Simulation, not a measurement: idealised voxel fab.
The name of this process module is voxel transistor to metal.
We display cut, a cross-section 180 nm in width whose square cells are each 5 nm.
A cross-section is a grid of square cells, given in bands from the top down. A band is one or more rows of cells.
Heights first: top, then bottom, in nm. Then materials, left to right, each with a width in nm. "all across" on a single material: fills the band edge to edge. "empty": empty space.
The reference from which all heights are counted is 0, the level beneath which the as-received wafer is entirely one material; the lowest band, having no lower bound, proceeds downward and is written after the example "z 0 and below".
When a width is written as two numbers, as in "30 to 40", the first number is the width in the top row of cells of the band and the second is the width in its bottom row, and the width changes by the same amount from each row to the next.
"no change" for a step: no cell of the cross-section changed in that step.
"Sealed internal voids" specifies each empty space that is not open to the top and that occupies no fewer than 8 cells, using the form width x height at distance, the distance measured from the left edge and all three quantities in nm.
The remark found on a step's line after its settings is issued by the simulator itself and pertains to that step.
overlay nm: mask offset rightward from planned place, masked step; negative means leftward offset.
### Set out below are the planned steps of the process
1) RECEIVE: material Si
2) CONFORMAL_DEP: material SiO2, thk nm 5
3) CONFORMAL_DEP: material SiN, thk nm 10
4) DIRECTIONAL_DEP: material aC, thk nm 15
5) PATTERN: tone cover, mask id ACTIVE, material resist, width nm 115, thk nm 35, overlay nm 0
6) DIRECTIONAL_ETCH: etch materials aC, depth nm 15
7) STRIP: etch materials resist
8) DIRECTIONAL_ETCH: etch materials SiN, depth nm 10
9) DIRECTIONAL_ETCH: etch materials SiO2, depth nm 5
10) DIRECTIONAL_ETCH: etch materials Si, depth nm 20
11) STRIP: etch materials aC
12) OXIDIZE: depth nm 5
13) FILL_DEP: material SiO2, thk nm 15
14) CMP: height nm 15
15) SELECTIVE_ETCH: etch materials SiO2, depth nm 5
16) STRIP: etch materials SiN
17) SELECTIVE_ETCH: etch materials SiO2, depth nm 5
18) OXIDIZE: depth nm 5
19) DIRECTIONAL_DEP: material polySi, thk nm 30
20) DIRECTIONAL_DEP: material SiCN, thk nm 10
21) MASKED_ETCH: tone cover, mask id GATE, width nm 25, etch materials SiCN, depth nm 20, overlay nm 0
22) MASKED_ETCH: tone cover, mask id GATE, width nm 25, etch materials polySi, depth nm 40, overlay nm 0
23) CONFORMAL_DEP: material SiN, thk nm 5
24) DIRECTIONAL_ETCH: etch materials SiN, depth nm 5
25) DIRECTIONAL_ETCH: etch materials SiO2, depth nm 5
26) DIRECTIONAL_ETCH: etch materials Si, depth nm 15
27) EPI: material nSi, thk nm 15
28) FILL_DEP: material SiO2, thk nm 5
29) CMP: height nm 30
30) STRIP: etch materials polySi
31) SELECTIVE_ETCH: etch materials SiO2, depth nm 5
32) CONFORMAL_DEP: material HfO2, thk nm 5
33) CONFORMAL_DEP: material TiN, thk nm 5
34) FILL_DEP: material W, thk nm 10
35) CMP: height nm 25
36) DIRECTIONAL_DEP: material SiO2, thk nm 10
37) MASKED_ETCH: tone open, mask id CONTACT, width nm 15, pitch nm 80, etch materials SiO2, depth nm 40, overlay nm 0
38) CONFORMAL_DEP: material TiN, thk nm 5
39) FILL_DEP: material W, thk nm 5
40) CMP: height nm 35
41) DIRECTIONAL_DEP: material TiN, thk nm 5
42) DIRECTIONAL_DEP: material Ru, thk nm 20
43) MASKED_ETCH: tone cover, mask id METAL_1, width nm 15, pitch nm 80, etch materials Ru, depth nm 20, overlay nm 0
44) MASKED_ETCH: tone cover, mask id METAL_1, width nm 15, pitch nm 80, etch materials TiN, depth nm 5, overlay nm 0
45) CONFORMAL_DEP: material SiN, thk nm 5
46) FILL_DEP: material SiO2, thk nm 10
47) CMP: height nm 60
48) CONFORMAL_DEP: material SiCN, thk nm 5
### Wafer at receipt (post step 1), cross-section
* z 0 and below: Si all across
* Sealed internal voids: none
### Look at the cross-section after the module: the wafer started out the way shown above and the plan was the one shown above, yet one mistake was made along the way
* z 65 to 60: SiCN all across
* z 60 to 40: SiO2 35 nm, then SiN 5 nm, then Ru 15 nm, then SiN 5 nm, then SiO2 55 nm, then SiN 5 nm, then Ru 15 nm, then SiN 5 nm, then SiO2 40 nm
* z 40 to 35: SiN 40 nm, then TiN 15 nm, then SiN 65 nm, then TiN 15 nm, then SiN 45 nm
* z 35 to 25: SiO2 40 nm, then TiN 5 nm, then W 5 nm, then TiN 5 nm, then SiO2 65 nm, then TiN 5 nm, then W 5 nm, then TiN 5 nm, then SiO2 45 nm
* z 25 to 10: SiO2 40 nm, then TiN 5 nm, then W 5 nm, then TiN 5 nm, then SiO2 15 nm, then SiN 5 nm, then HfO2 5 nm, then TiN 5 nm, then W 5 nm, then TiN 5 nm, then HfO2 5 nm, then SiN 5 nm, then SiO2 15 nm, then TiN 5 nm, then W 5 nm, then TiN 5 nm, then SiO2 45 nm
* z 10 to 5: SiO2 40 nm, then TiN 5 nm, then W 5 nm, then TiN 5 nm, then nSi 15 nm, then SiN 5 nm, then HfO2 5 nm, then TiN 5 nm, then W 5 nm, then TiN 5 nm, then HfO2 5 nm, then SiN 5 nm, then nSi 15 nm, then TiN 5 nm, then W 5 nm, then TiN 5 nm, then SiO2 45 nm
* z 5 to 0: SiO2 25 nm, then SiN 5 nm, then SiO2 10 nm, then TiN 5 nm, then W 5 nm, then TiN 5 nm, then nSi 15 nm, then SiN 5 nm, then HfO2 5 nm, then TiN 15 nm, then HfO2 5 nm, then SiN 5 nm, then nSi 15 nm, then TiN 5 nm, then W 5 nm, then TiN 5 nm, then SiO2 10 nm, then SiN 5 nm, then SiO2 30 nm
* z 0 to -5: SiO2 40 nm, then TiN 15 nm, then nSi 15 nm, then HfO2 35 nm, then nSi 15 nm, then TiN 15 nm, then SiO2 45 nm
* z -5 to -20: SiO2 35 nm, then nSi 35 nm, then Si 35 nm, then nSi 35 nm, then SiO2 40 nm
* z -20 to -45: SiO2 35 nm, then Si 105 nm, then SiO2 40 nm
* z -45 and below: Si all across
* Sealed internal voids: none
what went wrong: step 10 of the plan was twice carried out
